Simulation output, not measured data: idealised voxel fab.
Module name: voxel gate over fins (process module)
Square cell edge 5 nm, section width 235 nm, ID cut.
A cross-section in this document is a grid of square cells, and it is written down as bands, the top band listed before the ones below it; a band is made up of one or more rows of cells.
The entry gives the band's vertical extent as a top height and a bottom height in nm, then its horizontal make-up as materials from left to right, each with a width in nm. "empty" stands for empty space; a single material marked "throughout" fills the band edge to edge.
Beneath 0, the wafer as received is one material, and that level is where height counting begins. The lowest band goes on downward without a bottom; it is written like "top 0, no bottom".
Per-row width for "30->40": begins at first number (top row of band), ends at second number (bottom row), increment between rows held constant.
"no modifications" (step): cross-section cells unchanged, all of them.
Basically, "Unvented voids" tells you about the enclosed voids: empty spaces with no open way to the top, 8 cells or bigger, each written width x height at distance, where distance is from the left edge, all in nm.
Past the settings on a step's line: simulator remark, on that step.
"overlay nm" answers the question of how far to the right of plan the mask lay on a step that has a mask, and when it is negative the answer is to the left.

## Planned step list for the process
| 1 | RECEIVE (material Si) |
| 2 | CONFORMAL_DEP (material SiN; thk nm 5) |
| 3 | PATTERN (tone cover; mask id FINS; material resist; width nm 15; pitch nm 40; thk nm 15; overlay nm 0) |
| 4 | DIRECTIONAL_ETCH (etch materials SiN; depth nm 5) |
| 5 | DIRECTIONAL_ETCH (etch materials Si; depth nm 35) |
| 6 | STRIP (etch materials resist) |
| 7 | OXIDIZE (depth nm 5) |
| 8 | FILL_DEP (material SiO2; thk nm 10) |
| 9 | CMP (height nm 5) |
| 10 | SELECTIVE_ETCH (etch materials SiO2; depth nm 15) |
| 11 | STRIP (etch materials SiN) |
| 12 | CONFORMAL_DEP (material HfO2; thk nm 5) |
| 13 | CONFORMAL_DEP (material TiN; thk nm 5) |
| 14 | CONFORMAL_DEP (material TiAl; thk nm 5) |
| 15 | CONFORMAL_DEP (material TiN; thk nm 5) |
| 16 | FILL_DEP (material W; thk nm 10) |
| 17 | CMP (height nm 25) |
| 18 | CONFORMAL_DEP (material SiCN; thk nm 5) |

## First of the two wafers, run per plan

## As-received wafer cross-section (after step 1)
top 0, no bottom = Si throughout
Unvented voids: none

## You're looking at a cross-section of the wafer after step 2
top 5, bottom 0 = SiN throughout
Everything below 0 is unchanged.

## You're looking at a cross-section of the wafer after step 3
top 20, bottom 5 = empty=90 | resist=15 | empty=25 | resist=15 | empty=90
Everything below 5 is unchanged.

## You're looking at a cross-section of the wafer after step 4
top 20, bottom 5 = empty=90 | resist=15 | empty=25 | resist=15 | empty=90
top 5, bottom 0 = empty=90 | SiN=15 | empty=25 | SiN=15 | empty=90
Everything below 0 is unchanged.

## You're looking at a cross-section of the wafer after step 5
top 20, bottom 5 = empty=90 | resist=15 | empty=25 | resist=15 | empty=90
top 5, bottom 0 = empty=90 | SiN=15 | empty=25 | SiN=15 | empty=90
top 0, bottom -35 = empty=90 | Si=15 | empty=25 | Si=15 | empty=90
Everything below -35 is unchanged.

## You're looking at a cross-section of the wafer after step 6
top 5, bottom 0 = empty=90 | SiN=15 | empty=25 | SiN=15 | empty=90
Everything below 0 is unchanged.

## You're looking at a cross-section of the wafer after step 7
top 5, bottom 0 = empty=90 | SiN=15 | empty=25 | SiN=15 | empty=90
top 0, bottom -35 = empty=90 | SiO2=5 | Si=5 | SiO2=5 | empty=25 | SiO2=5 | Si=5 | SiO2=5 | empty=90
top -35, bottom -40 = SiO2=95 | Si=5 | SiO2=35 | Si=5 | SiO2=95
Everything below -40 is unchanged.

## You're looking at a cross-section of the wafer after step 8
top 15, bottom 5 = SiO2 throughout
top 5, bottom 0 = SiO2=90 | SiN=15 | SiO2=25 | SiN=15 | SiO2=90
top 0, bottom -40 = SiO2=95 | Si=5 | SiO2=35 | Si=5 | SiO2=95
Everything below -40 is unchanged.

## You're looking at a cross-section of the wafer after step 9
top 5, bottom 0 = SiO2=90 | SiN=15 | SiO2=25 | SiN=15 | SiO2=90
Everything below 0 is unchanged.

## You're looking at a cross-section of the wafer after step 10
top 5, bottom 0 = empty=90 | SiN=15 | empty=25 | SiN=15 | empty=90
top 0, bottom -10 = empty=95 | Si=5 | empty=35 | Si=5 | empty=95
Everything below -10 is unchanged.

## You're looking at a cross-section of the wafer after step 11
top 0, bottom -10 = empty=95 | Si=5 | empty=35 | Si=5 | empty=95
Everything below -10 is unchanged.

## You're looking at a cross-section of the wafer after step 12
top 5, bottom 0 = empty=90 | HfO2=15 | empty=25 | HfO2=15 | empty=90
top 0, bottom -5 = empty=90 | HfO2=5 | Si=5 | HfO2=5 | empty=25 | HfO2=5 | Si=5 | HfO2=5 | empty=90
top -5, bottom -10 = HfO2=95 | Si=5 | HfO2=35 | Si=5 | HfO2=95
Everything below -10 is unchanged.

## You're looking at a cross-section of the wafer after step 13
top 10, bottom 5 = empty=85 | TiN=25 | empty=15 | TiN=25 | empty=85
top 5, bottom 0 = empty=85 | TiN=5 | HfO2=15 | TiN=5 | empty=15 | TiN=5 | HfO2=15 | TiN=5 | empty=85
top 0, bottom -5 = TiN=90 | HfO2=5 | Si=5 | HfO2=5 | TiN=25 | HfO2=5 | Si=5 | HfO2=5 | TiN=90
Everything below -5 is unchanged.

## You're looking at a cross-section of the wafer after step 14
top 15, bottom 10 = empty=80 | TiAl=35 | empty=5 | TiAl=35 | empty=80
top 10, bottom 5 = empty=80 | TiAl=5 | TiN=25 | TiAl=5 | empty=5 | TiAl=5 | TiN=25 | TiAl=5 | empty=80
top 5, bottom 0 = TiAl=85 | TiN=5 | HfO2=15 | TiN=5 | TiAl=15 | TiN=5 | HfO2=15 | TiN=5 | TiAl=85
Everything below 0 is unchanged.

## You're looking at a cross-section of the wafer after step 15
top 20, bottom 15 = empty=75 | TiN=85 | empty=75
top 15, bottom 10 = empty=75 | TiN=5 | TiAl=35 | TiN=5 | TiAl=35 | TiN=5 | empty=75
top 10, bottom 5 = TiN=80 | TiAl=5 | TiN=25 | TiAl=5 | TiN=5 | TiAl=5 | TiN=25 | TiAl=5 | TiN=80
Everything below 5 is unchanged.

## You're looking at a cross-section of the wafer after step 16
top 30, bottom 20 = W throughout
top 20, bottom 15 = W=75 | TiN=85 | W=75
top 15, bottom 10 = W=75 | TiN=5 | TiAl=35 | TiN=5 | TiAl=35 | TiN=5 | W=75
Everything below 10 is unchanged.

## You're looking at a cross-section of the wafer after step 17
top 25, bottom 20 = W throughout
Everything below 20 is unchanged.

## You're looking at a cross-section of the wafer after step 18
top 30, bottom 25 = SiCN throughout
Everything below 25 is unchanged.

## Wafer two. Identical start, identical plan. One mistake in execution. Identical history through step 2

## Here is the second wafer in cross-section at the point where step 3 of the plan should have been done
top 20, bottom 5 = empty=80 | resist=15 | empty=25 | resist=15 | empty=100
Everything below 5 is unchanged.

## Here is the second wafer in cross-section at the point where step 4 of the plan should have been done
top 20, bottom 5 = empty=80 | resist=15 | empty=25 | resist=15 | empty=100
top 5, bottom 0 = empty=80 | SiN=15 | empty=25 | SiN=15 | empty=100
Everything below 0 is unchanged.

## Here is the second wafer in cross-section at the point where step 5 of the plan should have been done
top 20, bottom 5 = empty=80 | resist=15 | empty=25 | resist=15 | empty=100
top 5, bottom 0 = empty=80 | SiN=15 | empty=25 | SiN=15 | empty=100
top 0, bottom -35 = empty=80 | Si=15 | empty=25 | Si=15 | empty=100
Everything below -35 is unchanged.

## Here is the second wafer in cross-section at the point where step 6 of the plan should have been done
top 5, bottom 0 = empty=80 | SiN=15 | empty=25 | SiN=15 | empty=100
Everything below 0 is unchanged.

## Here is the second wafer in cross-section at the point where step 7 of the plan should have been done
top 5, bottom 0 = empty=80 | SiN=15 | empty=25 | SiN=15 | empty=100
top 0, bottom -35 = empty=80 | SiO2=5 | Si=5 | SiO2=5 | empty=25 | SiO2=5 | Si=5 | SiO2=5 | empty=100
top -35, bottom -40 = SiO2=85 | Si=5 | SiO2=35 | Si=5 | SiO2=105
Everything below -40 is unchanged.

## Here is the second wafer in cross-section at the point where step 8 of the plan should have been done
top 15, bottom 5 = SiO2 throughout
top 5, bottom 0 = SiO2=80 | SiN=15 | SiO2=25 | SiN=15 | SiO2=100
top 0, bottom -40 = SiO2=85 | Si=5 | SiO2=35 | Si=5 | SiO2=105
Everything below -40 is unchanged.

## Here is the second wafer in cross-section at the point where step 9 of the plan should have been done
top 5, bottom 0 = SiO2=80 | SiN=15 | SiO2=25 | SiN=15 | SiO2=100
Everything below 0 is unchanged.

## Here is the second wafer in cross-section at the point where step 10 of the plan should have been done
top 5, bottom 0 = empty=80 | SiN=15 | empty=25 | SiN=15 | empty=100
top 0, bottom -10 = empty=85 | Si=5 | empty=35 | Si=5 | empty=105
Everything below -10 is unchanged.

## Here is the second wafer in cross-section at the point where step 11 of the plan should have been done
top 0, bottom -10 = empty=85 | Si=5 | empty=35 | Si=5 | empty=105
Everything below -10 is unchanged.

## Here is the second wafer in cross-section at the point where step 12 of the plan should have been done
top 5, bottom 0 = empty=80 | HfO2=15 | empty=25 | HfO2=15 | empty=100
top 0, bottom -5 = empty=80 | HfO2=5 | Si=5 | HfO2=5 | empty=25 | HfO2=5 | Si=5 | HfO2=5 | empty=100
top -5, bottom -10 = HfO2=85 | Si=5 | HfO2=35 | Si=5 | HfO2=105
Everything below -10 is unchanged.

## Here is the second wafer in cross-section at the point where step 13 of the plan should have been done
top 10, bottom 5 = empty=75 | TiN=25 | empty=15 | TiN=25 | empty=95
top 5, bottom 0 = empty=75 | TiN=5 | HfO2=15 | TiN=5 | empty=15 | TiN=5 | HfO2=15 | TiN=5 | empty=95
top 0, bottom -5 = TiN=80 | HfO2=5 | Si=5 | HfO2=5 | TiN=25 | HfO2=5 | Si=5 | HfO2=5 | TiN=100
Everything below -5 is unchanged.

## Here is the second wafer in cross-section at the point where step 14 of the plan should have been done
top 15, bottom 10 = empty=70 | TiAl=35 | empty=5 | TiAl=35 | empty=90
top 10, bottom 5 = empty=70 | TiAl=5 | TiN=25 | TiAl=5 | empty=5 | TiAl=5 | TiN=25 | TiAl=5 | empty=90
top 5, bottom 0 = TiAl=75 | TiN=5 | HfO2=15 | TiN=5 | TiAl=15 | TiN=5 | HfO2=15 | TiN=5 | TiAl=95
Everything below 0 is unchanged.

## Here is the second wafer in cross-section at the point where step 15 of the plan should have been done
top 20, bottom 15 = empty=65 | TiN=85 | empty=85
top 15, bottom 10 = empty=65 | TiN=5 | TiAl=35 | TiN=5 | TiAl=35 | TiN=5 | empty=85
top 10, bottom 5 = TiN=70 | TiAl=5 | TiN=25 | TiAl=5 | TiN=5 | TiAl=5 | TiN=25 | TiAl=5 | TiN=90
Everything below 5 is unchanged.

## Here is the second wafer in cross-section at the point where step 16 of the plan should have been done
top 30, bottom 20 = W throughout
top 20, bottom 15 = W=65 | TiN=85 | W=85
top 15, bottom 10 = W=65 | TiN=5 | TiAl=35 | TiN=5 | TiAl=35 | TiN=5 | W=85
Everything below 10 is unchanged.

## Here is the second wafer in cross-section at the point where step 17 of the plan should have been done
top 25, bottom 20 = W throughout
Everything below 20 is unchanged.

## Here is the second wafer in cross-section at the point where step 18 of the plan should have been done
top 30, bottom 25 = SiCN throughout
Everything below 25 is unchanged.
Here's what went sideways: it should be noted that step 3 was executed with settings other than those planned, the operation and settings actually applied being PATTERN (tone cover; mask id FINS; material resist; width nm 15; pitch nm 40; thk nm 15; overlay nm -10)
Tallied in cells, the final second wafer holds each material in the same quantity as the first, although not at the same places.
